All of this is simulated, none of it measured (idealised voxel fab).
Name of the process module below: voxel wiring stack
The width of the displayed cross-section, cut, is 240 nm; its cells are square, with a size of 5 nm.
Think of the cross-section as a grid of square cells. We describe it in bands, top to bottom, and each band covers one or more rows of those cells.
It is stipulated that each band's entry specify, in nanometres, the height of the top of the band and then that of its bottom, followed by the materials of the band in left-to-right sequence, each together with its width in nanometres. A single material marked by the word "all across" is understood to fill the band from edge to edge; the word "blank" is understood to denote empty space.
Heights are reckoned from 0. Under this level, the received wafer is all of one material. The bottommost band is open-ended downward, for example "0..down".
Graded width ("30->40"): value in top row of band = first number; value in bottom row = second number; row-to-row change constant.
"no change occurred" (step): cross-section cells unchanged, all of them.
Empty spaces counting at least 8 cells and having no open way to the top are listed in "Closed void inventory". The notation width x height at distance is used for each, the distance being from the left edge and all three values in nm.
What comes after the settings on a step's line is commentary from the simulator itself on that step.
If you see "overlay nm" on a step's line and that step has a mask, it's telling you how far right of where it was planned the mask ended up; a negative number means it went left instead.

**List of planned process steps**
step 1: RECEIVE (material Si)
step 2: CONFORMAL_DEP (material SiO2; thk nm 10)
step 3: DIRECTIONAL_DEP (material TiN; thk nm 5)
step 4: DIRECTIONAL_DEP (material Ru; thk nm 15)
step 5: DIRECTIONAL_DEP (material aC; thk nm 10)
step 6: PATTERN (tone cover; mask id METAL_1; material resist; width nm 20; pitch nm 50; thk nm 30; overlay nm 0)
step 7: DIRECTIONAL_ETCH (etch materials aC; depth nm 10)
step 8: STRIP (etch materials resist)
step 9: DIRECTIONAL_ETCH (etch materials Ru; depth nm 15)
step 10: DIRECTIONAL_ETCH (etch materials TiN; depth nm 5)
step 11: STRIP (etch materials aC)
step 12: CONFORMAL_DEP (material SiN; thk nm 5)
step 13: FILL_DEP (material SiO2; thk nm 10)
step 14: CMP (height nm 30)
step 15: CONFORMAL_DEP (material SiCN; thk nm 5)
step 16: DIRECTIONAL_DEP (material lowk; thk nm 10)
step 17: PATTERN (tone open; mask id PLUG_1; material resist; width nm 15; pitch nm 50; thk nm 15; overlay nm 0)
step 18: DIRECTIONAL_ETCH (etch materials lowk; depth nm 10)
step 19: DIRECTIONAL_ETCH (etch materials SiCN; depth nm 5)
step 20: STRIP (etch materials resist)
step 21: EPI (material Ru; thk nm 10)
step 22: EPI (material Ru; thk nm 5)
step 23: CONFORMAL_DEP (material SiN; thk nm 5)
step 24: DIRECTIONAL_DEP (material SiO2; thk nm 20)
step 25: PATTERN (tone open; mask id METAL_2; material resist; width nm 20; pitch nm 50; thk nm 15; overlay nm 0)
step 26: DIRECTIONAL_ETCH (etch materials SiO2; depth nm 20)
step 27: DIRECTIONAL_ETCH (etch materials SiN; depth nm 5)
step 28: STRIP (etch materials resist)
step 29: CONFORMAL_DEP (material TiN; thk nm 5)
step 30: FILL_DEP (material Cu; thk nm 5)
step 31: CMP (height nm 70)
step 32: EPI (material Ru; thk nm 5)
step 33: FILL_DEP (material SiCN; thk nm 5)
step 34: DIRECTIONAL_DEP (material SiO2; thk nm 15)
step 35: MASKED_ETCH (tone open; mask id PLUG_2; width nm 15; pitch nm 50; etch materials SiO2; depth nm 15; overlay nm 0)
step 36: MASKED_ETCH (tone open; mask id PLUG_2; width nm 15; pitch nm 50; etch materials SiCN; depth nm 5; overlay nm 0)
step 37: EPI (material Ru; thk nm 10)
step 38: EPI (material Ru; thk nm 10)
step 39: DIRECTIONAL_DEP (material TiN; thk nm 5)
step 40: DIRECTIONAL_DEP (material Ru; thk nm 25)
step 41: MASKED_ETCH (tone cover; mask id METAL_3; width nm 20; pitch nm 50; etch materials Ru; depth nm 25; overlay nm 0)
step 42: MASKED_ETCH (tone cover; mask id METAL_3; width nm 20; pitch nm 50; etch materials TiN; depth nm 5; overlay nm 0)
step 43: FILL_DEP (material lowk; thk nm 5)
step 44: CMP (height nm 125)
step 45: CONFORMAL_DEP (material SiN; thk nm 5)

**First wafer of two (run as planned)**

**Here's what the wafer looked like in cross-section when it arrived - that's after step 1**
  0..down: Si all across
  Closed void inventory: none

**Take a look at the wafer's cross-section after step 2**
  10..0: SiO2 all across
  All layers under 0 are left as they were.

**Take a look at the wafer's cross-section after step 3**
  15..10: TiN all across
  All layers under 10 are left as they were.

**Take a look at the wafer's cross-section after step 4**
  30..15: Ru all across
  All layers under 15 are left as they were.

**Take a look at the wafer's cross-section after step 5**
  40..30: aC all across
  All layers under 30 are left as they were.

**Take a look at the wafer's cross-section after step 6**
  70..40: 60 blank, then 20 resist, then 30 blank, then 20 resist, then 30 blank, then 20 resist, then 60 blank
  All layers under 40 are left as they were.

**Take a look at the wafer's cross-section after step 7**
  60..40: 60 blank, then 20 resist, then 30 blank, then 20 resist, then 30 blank, then 20 resist, then 60 blank
  40..30: 60 blank, then 20 aC, then 30 blank, then 20 aC, then 30 blank, then 20 aC, then 60 blank
  All layers under 30 are left as they were.

**Take a look at the wafer's cross-section after step 8**
  40..30: 60 blank, then 20 aC, then 30 blank, then 20 aC, then 30 blank, then 20 aC, then 60 blank
  All layers under 30 are left as they were.

**Take a look at the wafer's cross-section after step 9**
  40..30: 60 blank, then 20 aC, then 30 blank, then 20 aC, then 30 blank, then 20 aC, then 60 blank
  30..15: 60 blank, then 20 Ru, then 30 blank, then 20 Ru, then 30 blank, then 20 Ru, then 60 blank
  All layers under 15 are left as they were.

**Take a look at the wafer's cross-section after step 10**
  40..30: 60 blank, then 20 aC, then 30 blank, then 20 aC, then 30 blank, then 20 aC, then 60 blank
  30..15: 60 blank, then 20 Ru, then 30 blank, then 20 Ru, then 30 blank, then 20 Ru, then 60 blank
  15..10: 60 blank, then 20 TiN, then 30 blank, then 20 TiN, then 30 blank, then 20 TiN, then 60 blank
  All layers under 10 are left as they were.

**Take a look at the wafer's cross-section after step 11**
  30..15: 60 blank, then 20 Ru, then 30 blank, then 20 Ru, then 30 blank, then 20 Ru, then 60 blank
  All layers under 15 are left as they were.

**Take a look at the wafer's cross-section after step 12**
  35..30: 55 blank, then 30 SiN, then 20 blank, then 30 SiN, then 20 blank, then 30 SiN, then 55 blank
  30..15: 55 blank, then 5 SiN, then 20 Ru, then 5 SiN, then 20 blank, then 5 SiN, then 20 Ru, then 5 SiN, then 20 blank, then 5 SiN, then 20 Ru, then 5 SiN, then 55 blank
  15..10: 60 SiN, then 20 TiN, then 30 SiN, then 20 TiN, then 30 SiN, then 20 TiN, then 60 SiN
  All layers under 10 are left as they were.

**Take a look at the wafer's cross-section after step 13**
  45..35: SiO2 all across
  35..30: 55 SiO2, then 30 SiN, then 20 SiO2, then 30 SiN, then 20 SiO2, then 30 SiN, then 55 SiO2
  30..15: 55 SiO2, then 5 SiN, then 20 Ru, then 5 SiN, then 20 SiO2, then 5 SiN, then 20 Ru, then 5 SiN, then 20 SiO2, then 5 SiN, then 20 Ru, then 5 SiN, then 55 SiO2
  All layers under 15 are left as they were.

**Take a look at the wafer's cross-section after step 14**
  30..15: 55 SiO2, then 5 SiN, then 20 Ru, then 5 SiN, then 20 SiO2, then 5 SiN, then 20 Ru, then 5 SiN, then 20 SiO2, then 5 SiN, then 20 Ru, then 5 SiN, then 55 SiO2
  All layers under 15 are left as they were.

**Take a look at the wafer's cross-section after step 15**
  35..30: SiCN all across
  All layers under 30 are left as they were.

**Take a look at the wafer's cross-section after step 16**
  45..35: lowk all across
  All layers under 35 are left as they were.

**Take a look at the wafer's cross-section after step 17**
  60..45: 60 resist, then 15 blank, then 35 resist, then 15 blank, then 35 resist, then 15 blank, then 65 resist
  All layers under 45 are left as they were.

**Take a look at the wafer's cross-section after step 18**
  60..45: 60 resist, then 15 blank, then 35 resist, then 15 blank, then 35 resist, then 15 blank, then 65 resist
  45..35: 60 lowk, then 15 blank, then 35 lowk, then 15 blank, then 35 lowk, then 15 blank, then 65 lowk
  All layers under 35 are left as they were.

**Take a look at the wafer's cross-section after step 19**
  60..45: 60 resist, then 15 blank, then 35 resist, then 15 blank, then 35 resist, then 15 blank, then 65 resist
  45..35: 60 lowk, then 15 blank, then 35 lowk, then 15 blank, then 35 lowk, then 15 blank, then 65 lowk
  35..30: 60 SiCN, then 15 blank, then 35 SiCN, then 15 blank, then 35 SiCN, then 15 blank, then 65 SiCN
  All layers under 30 are left as they were.

**Take a look at the wafer's cross-section after step 20**
  45..35: 60 lowk, then 15 blank, then 35 lowk, then 15 blank, then 35 lowk, then 15 blank, then 65 lowk
  All layers under 35 are left as they were.

**Take a look at the wafer's cross-section after step 21**
  45..40: 60 lowk, then 15 blank, then 35 lowk, then 15 blank, then 35 lowk, then 15 blank, then 65 lowk
  40..35: 60 lowk, then 15 Ru, then 35 lowk, then 15 Ru, then 35 lowk, then 15 Ru, then 65 lowk
  35..30: 60 SiCN, then 15 Ru, then 35 SiCN, then 15 Ru, then 35 SiCN, then 15 Ru, then 65 SiCN
  All layers under 30 are left as they were.

**Take a look at the wafer's cross-section after step 22**
  45..35: 60 lowk, then 15 Ru, then 35 lowk, then 15 Ru, then 35 lowk, then 15 Ru, then 65 lowk
  All layers under 35 are left as they were.

**Take a look at the wafer's cross-section after step 23**
  50..45: SiN all across
  All layers under 45 are left as they were.

**Take a look at the wafer's cross-section after step 24**
  70..50: SiO2 all across
  All layers under 50 are left as they were.

**Take a look at the wafer's cross-section after step 25**
  85..70: 60 resist, then 20 blank, then 30 resist, then 20 blank, then 30 resist, then 20 blank, then 60 resist
  All layers under 70 are left as they were.

**Take a look at the wafer's cross-section after step 26**
  85..70: 60 resist, then 20 blank, then 30 resist, then 20 blank, then 30 resist, then 20 blank, then 60 resist
  70..50: 60 SiO2, then 20 blank, then 30 SiO2, then 20 blank, then 30 SiO2, then 20 blank, then 60 SiO2
  All layers under 50 are left as they were.

**Take a look at the wafer's cross-section after step 27**
  85..70: 60 resist, then 20 blank, then 30 resist, then 20 blank, then 30 resist, then 20 blank, then 60 resist
  70..50: 60 SiO2, then 20 blank, then 30 SiO2, then 20 blank, then 30 SiO2, then 20 blank, then 60 SiO2
  50..45: 60 SiN, then 20 blank, then 30 SiN, then 20 blank, then 30 SiN, then 20 blank, then 60 SiN
  All layers under 45 are left as they were.

**Take a look at the wafer's cross-section after step 28**
  70..50: 60 SiO2, then 20 blank, then 30 SiO2, then 20 blank, then 30 SiO2, then 20 blank, then 60 SiO2
  All layers under 50 are left as they were.

**Take a look at the wafer's cross-section after step 29**
  75..70: 65 TiN, then 10 blank, then 40 TiN, then 10 blank, then 40 TiN, then 10 blank, then 65 TiN
  70..50: 60 SiO2, then 5 TiN, then 10 blank, then 5 TiN, then 30 SiO2, then 5 TiN, then 10 blank, then 5 TiN, then 30 SiO2, then 5 TiN, then 10 blank, then 5 TiN, then 60 SiO2
  50..45: 60 SiN, then 20 TiN, then 30 SiN, then 20 TiN, then 30 SiN, then 20 TiN, then 60 SiN
  All layers under 45 are left as they were.

**Take a look at the wafer's cross-section after step 30**
  80..75: Cu all across
  75..70: 65 TiN, then 10 Cu, then 40 TiN, then 10 Cu, then 40 TiN, then 10 Cu, then 65 TiN
  70..50: 60 SiO2, then 5 TiN, then 10 Cu, then 5 TiN, then 30 SiO2, then 5 TiN, then 10 Cu, then 5 TiN, then 30 SiO2, then 5 TiN, then 10 Cu, then 5 TiN, then 60 SiO2
  All layers under 50 are left as they were.

**Take a look at the wafer's cross-section after step 31**
  70..50: 60 SiO2, then 5 TiN, then 10 Cu, then 5 TiN, then 30 SiO2, then 5 TiN, then 10 Cu, then 5 TiN, then 30 SiO2, then 5 TiN, then 10 Cu, then 5 TiN, then 60 SiO2
  All layers under 50 are left as they were.

**Take a look at the wafer's cross-section after step 32**
  75..70: 55 blank, then 30 Ru, then 20 blank, then 30 Ru, then 20 blank, then 30 Ru, then 55 blank
  All layers under 70 are left as they were.

**Take a look at the wafer's cross-section after step 33**
  80..75: SiCN all across
  75..70: 55 SiCN, then 30 Ru, then 20 SiCN, then 30 Ru, then 20 SiCN, then 30 Ru, then 55 SiCN
  All layers under 70 are left as they were.

**Take a look at the wafer's cross-section after step 34**
  95..80: SiO2 all across
  All layers under 80 are left as they were.

**Take a look at the wafer's cross-section after step 35**
  95..80: 60 SiO2, then 15 blank, then 35 SiO2, then 15 blank, then 35 SiO2, then 15 blank, then 65 SiO2
  All layers under 80 are left as they were.

**Take a look at the wafer's cross-section after step 36**
  95..80: 60 SiO2, then 15 blank, then 35 SiO2, then 15 blank, then 35 SiO2, then 15 blank, then 65 SiO2
  80..75: 60 SiCN, then 15 blank, then 35 SiCN, then 15 blank, then 35 SiCN, then 15 blank, then 65 SiCN
  All layers under 75 are left as they were.

**Take a look at the wafer's cross-section after step 37**
  95..85: 60 SiO2, then 15 blank, then 35 SiO2, then 15 blank, then 35 SiO2, then 15 blank, then 65 SiO2
  85..80: 60 SiO2, then 15 Ru, then 35 SiO2, then 15 Ru, then 35 SiO2, then 15 Ru, then 65 SiO2
  80..70: 60->55 SiCN, then 15->30 Ru, then 35->20 SiCN, then 15->30 Ru, then 35->20 SiCN, then 15->30 Ru, then 65->55 SiCN
  All layers under 70 are left as they were.

**Take a look at the wafer's cross-section after step 38**
  95..80: 60 SiO2, then 15 Ru, then 35 SiO2, then 15 Ru, then 35 SiO2, then 15 Ru, then 65 SiO2
  All layers under 80 are left as they were.

**Take a look at the wafer's cross-section after step 39**
  100..95: TiN all across
  All layers under 95 are left as they were.

**Take a look at the wafer's cross-section after step 40**
  125..100: Ru all across
  All layers under 100 are left as they were.

**Take a look at the wafer's cross-section after step 41**
  125..100: 60 blank, then 20 Ru, then 30 blank, then 20 Ru, then 30 blank, then 20 Ru, then 60 blank
  All layers under 100 are left as they were.

**Take a look at the wafer's cross-section after step 42**
  125..100: 60 blank, then 20 Ru, then 30 blank, then 20 Ru, then 30 blank, then 20 Ru, then 60 blank
  100..95: 60 blank, then 20 TiN, then 30 blank, then 20 TiN, then 30 blank, then 20 TiN, then 60 blank
  All layers under 95 are left as they were.

**Take a look at the wafer's cross-section after step 43**
  130..125: lowk all across
  125..100: 60 lowk, then 20 Ru, then 30 lowk, then 20 Ru, then 30 lowk, then 20 Ru, then 60 lowk
  100..95: 60 lowk, then 20 TiN, then 30 lowk, then 20 TiN, then 30 lowk, then 20 TiN, then 60 lowk
  All layers under 95 are left as they were.

**Take a look at the wafer's cross-section after step 44**
  125..100: 60 lowk, then 20 Ru, then 30 lowk, then 20 Ru, then 30 lowk, then 20 Ru, then 60 lowk
  All layers under 100 are left as they were.

**Take a look at the wafer's cross-section after step 45**
  130..125: SiN all across
  All layers under 125 are left as they were.

**Wafer two. Identical start, identical plan. One mistake in execution. Identical history through step 32**

**Look at the second wafer in cross-section at the time step 33 ought to have finished**
  90..85: 55 blank, then 30 SiO2, then 20 blank, then 30 SiO2, then 20 blank, then 30 SiO2, then 55 blank
  85..75: SiO2 all across
  75..70: 55 SiO2, then 30 Ru, then 20 SiO2, then 30 Ru, then 20 SiO2, then 30 Ru, then 55 SiO2
  All layers under 70 are left as they were.

**Look at the second wafer in cross-section at the time step 34 ought to have finished**
  95..90: SiCN all across
  90..85: 55 SiCN, then 30 SiO2, then 20 SiCN, then 30 SiO2, then 20 SiCN, then 30 SiO2, then 55 SiCN
  All layers under 85 are left as they were.

Look at the second wafer in cross-section at the time step 35 ought to have finished: no change occurred

**Look at the second wafer in cross-section at the time step 36 ought to have finished**
  95..90: 60 SiCN, then 15 blank, then 35 SiCN, then 15 blank, then 35 SiCN, then 15 blank, then 65 SiCN
  All layers under 90 are left as they were.

Look at the second wafer in cross-section at the time step 37 ought to have finished: no change occurred

Look at the second wafer in cross-section at the time step 38 ought to have finished: no change occurred

**Look at the second wafer in cross-section at the time step 39 ought to have finished**
  100..95: 60 TiN, then 15 blank, then 35 TiN, then 15 blank, then 35 TiN, then 15 blank, then 65 TiN
  95..90: 60 SiCN, then 15 TiN, then 35 SiCN, then 15 TiN, then 35 SiCN, then 15 TiN, then 65 SiCN
  All layers under 90 are left as they were.

**Look at the second wafer in cross-section at the time step 40 ought to have finished**
  125..120: 60 Ru, then 15 blank, then 35 Ru, then 15 blank, then 35 Ru, then 15 blank, then 65 Ru
  120..100: Ru all across
  100..95: 60 TiN, then 15 Ru, then 35 TiN, then 15 Ru, then 35 TiN, then 15 Ru, then 65 TiN
  All layers under 95 are left as they were.

**Look at the second wafer in cross-section at the time step 41 ought to have finished**
  125..120: 75 blank, then 5 Ru, then 45 blank, then 5 Ru, then 45 blank, then 5 Ru, then 60 blank
  120..100: 60 blank, then 20 Ru, then 30 blank, then 20 Ru, then 30 blank, then 20 Ru, then 60 blank
  All layers under 100 are left as they were.

**Look at the second wafer in cross-section at the time step 42 ought to have finished**
  125..120: 75 blank, then 5 Ru, then 45 blank, then 5 Ru, then 45 blank, then 5 Ru, then 60 blank
  120..100: 60 blank, then 20 Ru, then 30 blank, then 20 Ru, then 30 blank, then 20 Ru, then 60 blank
  100..95: 60 blank, then 15 Ru, then 5 TiN, then 30 blank, then 15 Ru, then 5 TiN, then 30 blank, then 15 Ru, then 5 TiN, then 60 blank
  All layers under 95 are left as they were.

**Look at the second wafer in cross-section at the time step 43 ought to have finished**
  130..125: lowk all across
  125..120: 75 lowk, then 5 Ru, then 45 lowk, then 5 Ru, then 45 lowk, then 5 Ru, then 60 lowk
  120..100: 60 lowk, then 20 Ru, then 30 lowk, then 20 Ru, then 30 lowk, then 20 Ru, then 60 lowk
  100..95: 60 lowk, then 15 Ru, then 5 TiN, then 30 lowk, then 15 Ru, then 5 TiN, then 30 lowk, then 15 Ru, then 5 TiN, then 60 lowk
  All layers under 95 are left as they were.

**Look at the second wafer in cross-section at the time step 44 ought to have finished**
  125..120: 75 lowk, then 5 Ru, then 45 lowk, then 5 Ru, then 45 lowk, then 5 Ru, then 60 lowk
  All layers under 120 are left as they were.

**Look at the second wafer in cross-section at the time step 45 ought to have finished**
  130..125: SiN all across
  All layers under 125 are left as they were.
It is concluded that the wafer was processed incorrectly with respect to the plan, in that steps 33 and 34 of the plan were each performed in the slot designated for the other
It is noted that, at the conclusion of processing, the second wafer exhibits a higher or lower cell count for certain materials relative to the first: -36 Ru, +27 SiO2, +9 lowk
